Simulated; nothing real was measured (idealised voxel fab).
The process module that follows is named voxel gate over fins.
Section cut is 225 nm wide and gridded with 5 nm square cells.
Cross-section = grid of square cells, listed top down in bands; band = one or more rows.
Each band's line starts with the height of the band's top and of its bottom, in nm. Then come its materials from left to right, each with its width in nm. One material with "everywhere" fills the band from edge to edge. "empty" is empty space.
Heights are expressed relative to 0, this being the level below which the as-received wafer comprises one material exclusively. The lowest band is unbounded in the downward direction and is denoted as in "z 0 and below".
The notation "30 to 40" denotes a width that varies across the rows of cells in the band, beginning at the first number in the top row, finishing at the second number in the bottom row, and changing by an identical amount from each row to the next.
Where a step carries "no change", the cross-section came out of it unchanged, cell for cell.
"Closed empty spaces": empty spaces of 8 cells or more with no open way to the top, each given as width x height at distance, distance from the left edge, all in nm.
Text after the settings on a step's line: the simulator's own remark on that step.
The setting "overlay nm" may be written on the line of a step. When the step uses a mask, the value reports how far to the right of the planned place the mask lay, and a negative value reports that it lay to the left.
Set out below are the planned steps of the process
1: RECEIVE | material Si
2: CONFORMAL_DEP | material SiN | thk nm 5
3: PATTERN | tone cover | mask id FINS | material resist | width nm 15 | pitch nm 45 | thk nm 15 | overlay nm 0
4: DIRECTIONAL_ETCH | etch materials SiN | depth nm 5
5: DIRECTIONAL_ETCH | etch materials Si | depth nm 30
6: STRIP | etch materials resist
7: OXIDIZE | depth nm 5
8: FILL_DEP | material SiO2 | thk nm 10
9: CMP | height nm 5
10: SELECTIVE_ETCH | etch materials SiO2 | depth nm 20
11: STRIP | etch materials SiN
12: CONFORMAL_DEP | material HfO2 | thk nm 5
13: CONFORMAL_DEP | material TiN | thk nm 5
14: CONFORMAL_DEP | material TiAl | thk nm 5
15: CONFORMAL_DEP | material TiN | thk nm 5
16: FILL_DEP | material W | thk nm 15
17: CMP | height nm 30
18: CONFORMAL_DEP | material SiCN | thk nm 5
Cross-section of the wafer upon arrival, representing the state reached after step 1
    z 0 and below  Si everywhere
    Closed empty spaces: none
first wafer at the end, as planned
    z 35 to 30  SiCN everywhere
    z 30 to 20  W everywhere
    z 20 to 15  W=20  TiN=180  W=25
    z 15 to 10  W=20  TiN=5  TiAl=35  TiN=10  TiAl=35  TiN=10  TiAl=35  TiN=10  TiAl=35  TiN=5  W=25
    z 10 to 5  W=20  TiN=5  TiAl=5  TiN=25  TiAl=5  TiN=10  TiAl=5  TiN=25  TiAl=5  TiN=10  TiAl=5  TiN=25  TiAl=5  TiN=10  TiAl=5  TiN=25  TiAl=5  TiN=5  W=25
    z 5 to 0  TiN=25  TiAl=5  TiN=5  HfO2=15  TiN=5  TiAl=5  TiN=10  TiAl=5  TiN=5  HfO2=15  TiN=5  TiAl=5  TiN=10  TiAl=5  TiN=5  HfO2=15  TiN=5  TiAl=5  TiN=10  TiAl=5  TiN=5  HfO2=15  TiN=5  TiAl=5  TiN=30
    z 0 to -5  TiAl=30  TiN=5  HfO2=5  Si=5  HfO2=5  TiN=5  TiAl=20  TiN=5  HfO2=5  Si=5  HfO2=5  TiN=5  TiAl=20  TiN=5  HfO2=5  Si=5  HfO2=5  TiN=5  TiAl=20  TiN=5  HfO2=5  Si=5  HfO2=5  TiN=5  TiAl=35
    z -5 to -10  TiN=35  HfO2=5  Si=5  HfO2=5  TiN=30  HfO2=5  Si=5  HfO2=5  TiN=30  HfO2=5  Si=5  HfO2=5  TiN=30  HfO2=5  Si=5  HfO2=5  TiN=40
    z -10 to -15  HfO2=40  Si=5  HfO2=40  Si=5  HfO2=40  Si=5  HfO2=40  Si=5  HfO2=45
    z -15 to -35  SiO2=40  Si=5  SiO2=40  Si=5  SiO2=40  Si=5  SiO2=40  Si=5  SiO2=45
    z -35 and below  Si everywhere
    Closed empty spaces: none
This cross-section belongs to the second wafer of two at the end of the module; the start and the plan were shared with the first, and the run included one mistake
    z 35 to 30  SiCN everywhere
    z 30 to 20  W everywhere
    z 20 to 15  TiN everywhere
    z 15 to 10  TiAl everywhere
    z 10 to 5  TiN=40  TiAl=5  TiN=40  TiAl=5  TiN=40  TiAl=5  TiN=40  TiAl=5  TiN=45
    z 5 to 0  HfO2=35  TiN=5  TiAl=5  TiN=5  HfO2=30  TiN=5  TiAl=5  TiN=5  HfO2=30  TiN=5  TiAl=5  TiN=5  HfO2=30  TiN=5  TiAl=5  TiN=5  HfO2=40
    z 0 to -5  Si=30  HfO2=5  TiN=5  TiAl=5  TiN=5  HfO2=5  Si=20  HfO2=5  TiN=5  TiAl=5  TiN=5  HfO2=5  Si=20  HfO2=5  TiN=5  TiAl=5  TiN=5  HfO2=5  Si=20  HfO2=5  TiN=5  TiAl=5  TiN=5  HfO2=5  Si=35
    z -5 to -10  Si=30  HfO2=5  TiN=15  HfO2=5  Si=20  HfO2=5  TiN=15  HfO2=5  Si=20  HfO2=5  TiN=15  HfO2=5  Si=20  HfO2=5  TiN=15  HfO2=5  Si=35
    z -10 to -15  Si=30  HfO2=25  Si=20  HfO2=25  Si=20  HfO2=25  Si=20  HfO2=25  Si=35
    z -15 to -35  Si=30  SiO2=25  Si=20  SiO2=25  Si=20  SiO2=25  Si=20  SiO2=25  Si=35
    z -35 and below  Si everywhere
    Closed empty spaces: none
Short version of what went wrong: planned and actual differ for step 3; actual: PATTERN | tone open | mask id FINS | material resist | width nm 15 | pitch nm 45 | thk nm 15 | overlay nm 0
Wrapping up, a cell-based count of both wafers puts the second over or under the first for these materials: 147 more of Si; 84 fewer of SiO2; 12 fewer of TiAl; 24 fewer of TiN; 27 fewer of W
